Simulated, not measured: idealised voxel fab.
Herein follows the process module entitled voxel ribs on slabs.
Section shown: cut. Width: 285 nm. Cell size: 5 nm, square.
Bands, listed from the top down, are how a cross-section gets written in this document; the cross-section itself is a grid of square cells, and a band is one or more rows of them.
This entry defines a band. It first specifies the height of the band's top and the height of its bottom in nm, and then specifies the band's materials from left to right, stating each material with its width in nm. The word "everywhere" identifies a single material that fills the band from edge to edge, while the word "air" identifies empty space.
Note: height 0 marks the level under which the wafer is uniformly one material as received. Lowest band unbounded below, written "0..down".
So if you see something like "30..40" for the width, read it as the top row of the band sitting at the first number and the bottom row at the second, with every row in between moving by the same amount as the last.
What does "nothing changed" mean for a step? It means no cell of the cross-section changed in that step.
So "Sealed void inventory" is basically the list of trapped voids: any empty space of 8 cells or more that can't reach the top through an opening. They're written width x height at distance, the distance being from the left edge, and it's all nm.
On a step's line, text after the settings is the simulator commenting on that step.
On any step carrying a mask, the "overlay nm" setting, if present on the step's line, tells how far right of its planned place the mask lay; negative values point to the left.

### Process steps foreseen in the plan
step 1: op RECEIVE | material Si
step 2: op DIRECTIONAL_DEP | material SiO2 | thk nm 20
step 3: op DIRECTIONAL_DEP | material polySi | thk nm 25
step 4: op PATTERN | tone cover | mask id RIB | material resist | width nm 30 | thk nm 15 | overlay nm 0
step 5: op DIRECTIONAL_ETCH | etch materials polySi | depth nm 10
step 6: op STRIP | etch materials resist
step 7: op DIRECTIONAL_DEP | material aC | thk nm 10
step 8: op PATTERN | tone cover | mask id SLAB | material resist | width nm 90 | thk nm 30 | overlay nm 0
step 9: op DIRECTIONAL_ETCH | etch materials aC | depth nm 10
step 10: op STRIP | etch materials resist
step 11: op DIRECTIONAL_ETCH | etch materials polySi | depth nm 5
step 12: op STRIP | etch materials aC
step 13: op FILL_DEP | material SiO2 | thk nm 20
step 14: op CMP | height nm 60
step 15: op DIRECTIONAL_DEP | material W | thk nm 5
step 16: op MASKED_ETCH | tone cover | mask id HEATER | width nm 40 | etch materials W | depth nm 5 | overlay nm 0
step 17: op CONFORMAL_DEP | material SiO2 | thk nm 10
The wafers in this document start out alike and differ in the depth nm applied at step 11; the plan shows the value used for the first wafer.

### Cross-section, first of several wafers, as delivered after step 1
0..down: Si everywhere
Sealed void inventory: none

### Cross-section of the first of several wafers once the module has run through its last step, step 17
75..70: air=110 / SiO2=60 / air=115
70..65: SiO2 everywhere
65..60: SiO2=120 / W=40 / SiO2=125
60..45: SiO2 everywhere
45..35: SiO2=125 / polySi=30 / SiO2=130
35..30: SiO2=95 / polySi=90 / SiO2=100
30..20: polySi everywhere
20..0: SiO2 everywhere
0..down: Si everywhere
Sealed void inventory: none

### last wafer at the end
75..70: air=110 / SiO2=60 / air=115
70..65: SiO2 everywhere
65..60: SiO2=120 / W=40 / SiO2=125
60..45: SiO2 everywhere
45..35: SiO2=125 / polySi=30 / SiO2=130
35..20: SiO2=95 / polySi=90 / SiO2=100
20..0: SiO2 everywhere
0..down: Si everywhere
Sealed void inventory: none

### So in this table every wafer gets its own row, and what you see is where it stands at the end of the module: for each material, how many cells it picked up (+) or gave up (-) since we received it, and after that its closed voids
depth nm 5 | +658 SiO2 | +8 W | +144 polySi | Sealed void inventory: none
depth nm 10 | +697 SiO2 | +8 W | +105 polySi | Sealed void inventory: none
depth nm 15 | +736 SiO2 | +8 W | +66 polySi | Sealed void inventory: none
depth nm 20 | +736 SiO2 | +8 W | +66 polySi | Sealed void inventory: none
depth nm 25 | +736 SiO2 | +8 W | +66 polySi | Sealed void inventory: none
depth nm 30 | +736 SiO2 | +8 W | +66 polySi | Sealed void inventory: none
